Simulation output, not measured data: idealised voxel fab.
process module | voxel gate over fins
cross-section cut | 295 nm wide | cells 5 nm
A cross-section is a grid of square cells, given in bands from the top down. A band is one or more rows of cells.
Each band's line starts with the height of the band's top and of its bottom, in nm. Then come its materials from left to right, each with its width in nm. One material with "throughout" fills the band from edge to edge. "air" is empty space.
Height 0 is the level under which the wafer as received is all one material. The lowest band goes on downwards, as in "0 down".
A width such as "30 to 40" changes by the same amount from each row of cells to the next, from the band's top row to its bottom row.
"no change" after a step means that no cell of the cross-section changed.
closed voids: empty space of 8 cells or more with no open way to the top, each as width x height at its distance from the left edge, in nm
after a step's settings: what the simulator itself notes on the step
overlay nm, on a step with a mask: how far to the right of its planned place the mask lay; to the left if negative
plan
1 op RECEIVE | material Si
2 op CONFORMAL_DEP | material SiN | thk nm 5
3 op MASKED_ETCH | tone cover | mask id FINS | width nm 15 | pitch nm 40 | etch materials SiN | depth nm 5 | overlay nm 0
4 op MASKED_ETCH | tone cover | mask id FINS | width nm 15 | pitch nm 40 | etch materials Si | depth nm 30 | overlay nm -15
5 op FILL_DEP | material SiO2 | thk nm 5
6 op CMP | height nm 5
7 op SELECTIVE_ETCH | etch materials SiO2 | depth nm 20
8 op STRIP | etch materials SiN
9 op CONFORMAL_DEP | material HfO2 | thk nm 5
10 op CONFORMAL_DEP | material TiN | thk nm 5
11 op CONFORMAL_DEP | material TiAl | thk nm 5
12 op CONFORMAL_DEP | material TiN | thk nm 5
13 op FILL_DEP | material W | thk nm 15
14 op CMP | height nm 30
15 op CONFORMAL_DEP | material SiN | thk nm 5
varied across the wafers: overlay nm of step 4. The plan shows the first wafer's value. All wafers start alike
first wafer as received, after step 1
  0 down: Si throughout
  closed voids: none
first wafer at the end, after step 15
  35 to 30: SiN throughout
  30 to 20: W throughout
  20 to 15: W 45 | TiN 190 | W 60
  15 to 10: W 45 | TiN 5 | TiAl 180 | TiN 5 | W 60
  10 to 5: W 45 | TiN 5 | TiAl 5 | TiN 170 | TiAl 5 | TiN 5 | W 60
  5 to 0: TiN 50 | TiAl 5 | TiN 5 | HfO2 160 | TiN 5 | TiAl 5 | TiN 65
  0 to -5: TiAl 55 | TiN 5 | HfO2 5 | Si 30 | HfO2 10 | Si 30 | HfO2 10 | Si 30 | HfO2 10 | Si 30 | HfO2 5 | TiN 5 | TiAl 70
  -5 to -10: TiN 60 | HfO2 5 | Si 30 | HfO2 10 | Si 30 | HfO2 10 | Si 30 | HfO2 10 | Si 30 | HfO2 5 | TiN 75
  -10 to -15: HfO2 65 | Si 30 | HfO2 10 | Si 30 | HfO2 10 | Si 30 | HfO2 10 | Si 30 | HfO2 80
  -15 to -30: SiO2 65 | Si 30 | SiO2 10 | Si 30 | SiO2 10 | Si 30 | SiO2 10 | Si 30 | SiO2 80
  -30 down: Si throughout
  closed voids: none
last wafer at the end
  35 to 30: SiN throughout
  30 to 20: W throughout
  20 to 15: W 60 | TiN 190 | W 45
  15 to 10: W 60 | TiN 5 | TiAl 180 | TiN 5 | W 45
  10 to 5: W 60 | TiN 5 | TiAl 5 | TiN 170 | TiAl 5 | TiN 5 | W 45
  5 to 0: TiN 65 | TiAl 5 | TiN 5 | HfO2 160 | TiN 5 | TiAl 5 | TiN 50
  0 to -5: TiAl 70 | TiN 5 | HfO2 5 | Si 30 | HfO2 10 | Si 30 | HfO2 10 | Si 30 | HfO2 10 | Si 30 | HfO2 5 | TiN 5 | TiAl 55
  -5 to -10: TiN 75 | HfO2 5 | Si 30 | HfO2 10 | Si 30 | HfO2 10 | Si 30 | HfO2 10 | Si 30 | HfO2 5 | TiN 60
  -10 to -15: HfO2 80 | Si 30 | HfO2 10 | Si 30 | HfO2 10 | Si 30 | HfO2 10 | Si 30 | HfO2 65
  -15 to -30: SiO2 80 | Si 30 | SiO2 10 | Si 30 | SiO2 10 | Si 30 | SiO2 10 | Si 30 | SiO2 65
  -30 down: Si throughout
  closed voids: none
each wafer at the end: cells of each material gained (+) or lost (-) since it was received, then its closed voids
overlay nm -15 | +83 HfO2 | -210 Si | +59 SiN | +105 SiO2 | +65 TiAl | +130 TiN | +181 W | closed voids: none
overlay nm -10 | +83 HfO2 | -234 Si | +59 SiN | +117 SiO2 | +65 TiAl | +139 TiN | +184 W | closed voids: none
overlay nm -5 | +83 HfO2 | -258 Si | +59 SiN | +129 SiO2 | +65 TiAl | +148 TiN | +187 W | closed voids: none
overlay nm 0 | +83 HfO2 | -282 Si | +59 SiN | +141 SiO2 | +74 TiAl | +148 TiN | +190 W | closed voids: none
overlay nm 5 | +83 HfO2 | -258 Si | +59 SiN | +129 SiO2 | +65 TiAl | +148 TiN | +187 W | closed voids: none
overlay nm 10 | +83 HfO2 | -234 Si | +59 SiN | +117 SiO2 | +65 TiAl | +139 TiN | +184 W | closed voids: none
overlay nm 15 | +83 HfO2 | -210 Si | +59 SiN | +105 SiO2 | +65 TiAl | +130 TiN | +181 W | closed voids: none
